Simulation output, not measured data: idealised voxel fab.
process module | voxel transistor to metal
cross-section cut | 295 nm wide | cells 5 nm
A cross-section is a grid of square cells, given in bands from the top down. A band is one or more rows of cells.
Each band's line starts with the height of the band's top and of its bottom, in nm. Then come its materials from left to right, each with its width in nm. One material with "throughout" fills the band from edge to edge. "air" is empty space.
Height 0 is the level under which the wafer as received is all one material. The lowest band goes on downwards, as in "0 down".
A width such as "30 to 40" changes by the same amount from each row of cells to the next, from the band's top row to its bottom row.
"no change" after a step means that no cell of the cross-section changed.
closed voids: empty space of 8 cells or more with no open way to the top, each as width x height at its distance from the left edge, in nm
after a step's settings: what the simulator itself notes on the step
overlay nm, on a step with a mask: how far to the right of its planned place the mask lay; to the left if negative
plan
1 op RECEIVE | material Si
2 op OXIDIZE | depth nm 5
3 op CONFORMAL_DEP | material SiN | thk nm 15
4 op DIRECTIONAL_DEP | material aC | thk nm 10
5 op PATTERN | tone cover | mask id ACTIVE | material resist | width nm 95 | pitch nm 125 | thk nm 30 | overlay nm 0
6 op DIRECTIONAL_ETCH | etch materials aC | depth nm 10
7 op STRIP | etch materials resist
8 op DIRECTIONAL_ETCH | etch materials SiN | depth nm 15
9 op DIRECTIONAL_ETCH | etch materials SiO2 | depth nm 5
10 op DIRECTIONAL_ETCH | etch materials Si | depth nm 35
11 op STRIP | etch materials aC
12 op OXIDIZE | depth nm 5
13 op FILL_DEP | material SiO2 | thk nm 15
14 op CMP | height nm 15
15 op SELECTIVE_ETCH | etch materials SiO2 | depth nm 5
16 op STRIP | etch materials SiN
17 op SELECTIVE_ETCH | etch materials SiO2 | depth nm 5
18 op OXIDIZE | depth nm 5
19 op DIRECTIONAL_DEP | material polySi | thk nm 30
20 op DIRECTIONAL_DEP | material SiCN | thk nm 15
21 op MASKED_ETCH | tone cover | mask id GATE | width nm 25 | pitch nm 125 | etch materials SiCN | depth nm 25 | overlay nm 0
22 op MASKED_ETCH | tone cover | mask id GATE | width nm 25 | pitch nm 125 | etch materials polySi | depth nm 40 | overlay nm 0
23 op CONFORMAL_DEP | material SiN | thk nm 5
24 op DIRECTIONAL_ETCH | etch materials SiN | depth nm 5
25 op DIRECTIONAL_ETCH | etch materials SiO2 | depth nm 5
26 op EPI | material nSi | thk nm 5
27 op FILL_DEP | material SiO2 | thk nm 5
28 op CMP | height nm 30
29 op DIRECTIONAL_DEP | material SiO2 | thk nm 10
30 op DIRECTIONAL_DEP | material aC | thk nm 10
31 op PATTERN | tone open | mask id CONTACT | material resist | width nm 25 | thk nm 30 | overlay nm 0
32 op DIRECTIONAL_ETCH | etch materials aC | depth nm 10
33 op STRIP | etch materials resist
34 op DIRECTIONAL_ETCH | etch materials SiO2 | depth nm 55
35 op STRIP | etch materials aC
36 op CONFORMAL_DEP | material TiN | thk nm 5
37 op FILL_DEP | material Ru | thk nm 10
38 op CMP | height nm 50
39 op DIRECTIONAL_DEP | material TiN | thk nm 5
40 op DIRECTIONAL_DEP | material W | thk nm 15
41 op DIRECTIONAL_DEP | material aC | thk nm 15
42 op PATTERN | tone cover | mask id METAL_1 | material resist | width nm 15 | thk nm 35 | overlay nm 0
43 op DIRECTIONAL_ETCH | etch materials aC | depth nm 15
44 op STRIP | etch materials resist
45 op DIRECTIONAL_ETCH | etch materials W | depth nm 15
46 op DIRECTIONAL_ETCH | etch materials TiN | depth nm 5
47 op STRIP | etch materials aC
48 op FILL_DEP | material SiO2 | thk nm 5
49 op CMP | height nm 70
50 op CONFORMAL_DEP | material SiN | thk nm 5
varied across the wafers: height nm of step 28. The plan shows the first wafer's value. All wafers start alike
first wafer as received, after step 1
  0 down: Si throughout
  closed voids: none
each wafer at the end: cells of each material gained (+) or lost (-) since it was received, then its closed voids
height nm 30 | +167 Ru | -293 Si | +10 SiCN | +95 SiN | +643 SiO2 | +143 TiN | +36 W | +24 nSi | +60 polySi | closed voids: none
height nm 35 | +120 Ru | -293 Si | +20 SiCN | +99 SiN | +668 SiO2 | +151 TiN | +36 W | +24 nSi | +60 polySi | closed voids: none
height nm 40 | +120 Ru | -293 Si | +30 SiCN | +103 SiN | +693 SiO2 | +112 TiN | +36 W | +24 nSi | +60 polySi | closed voids: none
height nm 45 | +108 Ru | -293 Si | +30 SiCN | +103 SiN | +713 SiO2 | +104 TiN | +36 W | +24 nSi | +60 polySi | closed voids: none
